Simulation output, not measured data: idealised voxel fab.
Process module under the name voxel self aligned contacts
Section shown: cut. Width: 260 nm. Cell size: 5 nm, square.
Throughout this document, each cross-section is represented as a grid of square cells and is presented as a sequence of bands enumerated from the top downward, where a band comprises one or more rows of cells.
Basically the band line says how high the top is and how high the bottom is, in nm, and then what's in it from left to right, every material with its width in nm. Empty space shows up as "air", and if a single material carries "edge to edge" it runs the full band edge to edge.
Height datum 0, below which the as-received substrate wafer is one material. Lowest band open at the bottom, running downward: "0 -> down".
Note: "30..40" means the width goes from the first number (top row of the band) to the second number (bottom row) in equal steps per row of cells.
Given "no change occurred" for a step, no cell of the cross-section differs between before and after that step.
In the "Cavities, closed" entry, you get each enclosed empty space of 8 cells or more, one with no open way to the top, written width x height at distance, distance from the left edge, in nm.
That trailing text on a step's line, after the settings, is the simulator's own remark on the step.
overlay nm: mask offset rightward from planned place, masked step; negative means leftward offset.
Plan
1) RECEIVE with material Si
2) OXIDIZE with depth nm 5
3) DIRECTIONAL_DEP with material polySi, thk nm 30
4) DIRECTIONAL_DEP with material SiN, thk nm 25
5) PATTERN with tone cover, mask id GATE, material resist, width nm 25, pitch nm 70, thk nm 15, overlay nm 0
6) DIRECTIONAL_ETCH with etch materials SiN, depth nm 25
7) DIRECTIONAL_ETCH with etch materials polySi, depth nm 30
8) STRIP with etch materials resist
9) CONFORMAL_DEP with material SiN, thk nm 10
10) DIRECTIONAL_ETCH with etch materials SiN, depth nm 10
11) FILL_DEP with material SiO2, thk nm 15
12) CMP with height nm 65
13) MASKED_ETCH with tone open, mask id CONTACT, width nm 55, pitch nm 70, etch materials SiO2, depth nm 70, overlay nm 0
14) CONFORMAL_DEP with material TiN, thk nm 5
15) FILL_DEP with material W, thk nm 10
16) CMP with height nm 65
17) CONFORMAL_DEP with material SiN, thk nm 5
Cross-sectional view of the wafer in its as-received condition, corresponding to the state after step 1
    0 -> down: Si edge to edge
    Cavities, closed: none
The following cross-section depicts the wafer upon conclusion of the module. Processing commenced from the starting condition illustrated above and adhered to the plan illustrated above, save for one mistake in execution
    70 -> 65: SiN edge to edge
    65 -> 55: SiO2 65, then TiN 5..20, then W 45..15, then TiN 5..20, then SiO2 15, then TiN 5..20, then W 45..15, then TiN 5..20, then SiO2 70
    55 -> 30: SiO2 35, then SiN 45, then TiN 5, then W 15, then TiN 5, then SiN 45, then TiN 5, then W 15, then TiN 5, then SiN 45, then SiO2 40
    30 -> 15: SiO2 35, then SiN 10, then polySi 25, then SiN 10, then TiN 5, then W 15, then TiN 5, then SiN 10, then polySi 25, then SiN 10, then TiN 5, then W 15, then TiN 5, then SiN 10, then polySi 25, then SiN 10, then SiO2 40
    15 -> 10: SiO2 35, then SiN 10, then polySi 25, then SiN 10, then TiN 25, then SiN 10, then polySi 25, then SiN 10, then TiN 25, then SiN 10, then polySi 25, then SiN 10, then SiO2 40
    10 -> 0: SiN 45, then polySi 25, then SiN 45, then polySi 25, then SiN 45, then polySi 25, then SiN 50
    0 -> -5: SiO2 edge to edge
    -5 -> down: Si edge to edge
    Cavities, closed: none
The plan and the run diverged here: step 10 occupied the plan position of step 9, and the converse holds as well
